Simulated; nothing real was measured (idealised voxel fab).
process module | voxel released beams
FYI the section here is cut, 285 nm wide, cells are 5 nm squares.
Cross-section spec: square-cell grid; bands listed top down; each band is one or more rows. Band entry format. Leading values: height of top, height of bottom, nm. Remainder: materials in left-to-right order, each with its width in nm. Special words: "full width" on a single material, which then fills the band edge to edge; "empty", empty space. Heads up on the height convention: 0 is the point under which the incoming wafer is all one material, and the lowest band has no bottom, it just keeps going down, like "top 0, no bottom". The width entry "30->40" should be interpreted row by row: the top row of cells in the band takes the first number, the bottom row takes the second number, and the change between adjacent rows is uniform throughout. Key: "remained the same" - step with no changed cell in the cross-section. In "Enclosed void catalog" the enclosed voids are listed, meaning empty spaces of 8 cells or larger without any opening to the top. The form is width x height at distance, distance from the left edge, units nm. Post-settings text on a step line: simulator's own remark regarding the step. overlay nm: where the mask lay relative to plan, measured to the right, on steps with a mask; negatives go left.
This section lists the process steps that were planned
1 RECEIVE: material Si
2 CONFORMAL_DEP: material Al2O3, thk nm 5
3 DIRECTIONAL_DEP: material SiO2, thk nm 20
4 MASKED_ETCH: tone open, mask id ANCHOR, width nm 35, etch materials SiO2, depth nm 20, overlay nm 0
5 CONFORMAL_DEP: material polySi, thk nm 15
6 MASKED_ETCH: tone cover, mask id BEAM, width nm 90, etch materials polySi, depth nm 15, overlay nm 0
7 STRIP: etch materials SiO2
As-received wafer cross-section (after step 1)
top 0, no bottom: Si full width
Enclosed void catalog: none
The first of two wafers, cross-sectioned at the end of the module, with the run proceeding as planned
top 40, bottom 25: empty=95; polySi=20; empty=5; polySi=65; empty=100
top 25, bottom 20: empty=100; polySi=15; empty=5; polySi=15; empty=150
top 20, bottom 5: empty=100; polySi=35; empty=150
top 5, bottom 0: Al2O3 full width
top 0, no bottom: Si full width
Enclosed void catalog: none
Presented here is a cross-section of the second of the two wafers as it stood at the end of the module. It was started in the same manner and assigned the same plan as the first wafer; however, one mistake was made in its execution
top 55, bottom 40: empty=95; polySi=90; empty=100
top 40, bottom 25: polySi full width
top 25, bottom 5: SiO2=100; polySi=35; SiO2=150
top 5, bottom 0: Al2O3 full width
top 0, no bottom: Si full width
Enclosed void catalog: none
what went wrong: it should be noted that step 5 of the plan was executed twice
Counted in cells at the end, the second wafer holds more or fewer of these materials than the first: 200 more of SiO2; 175 more of polySi
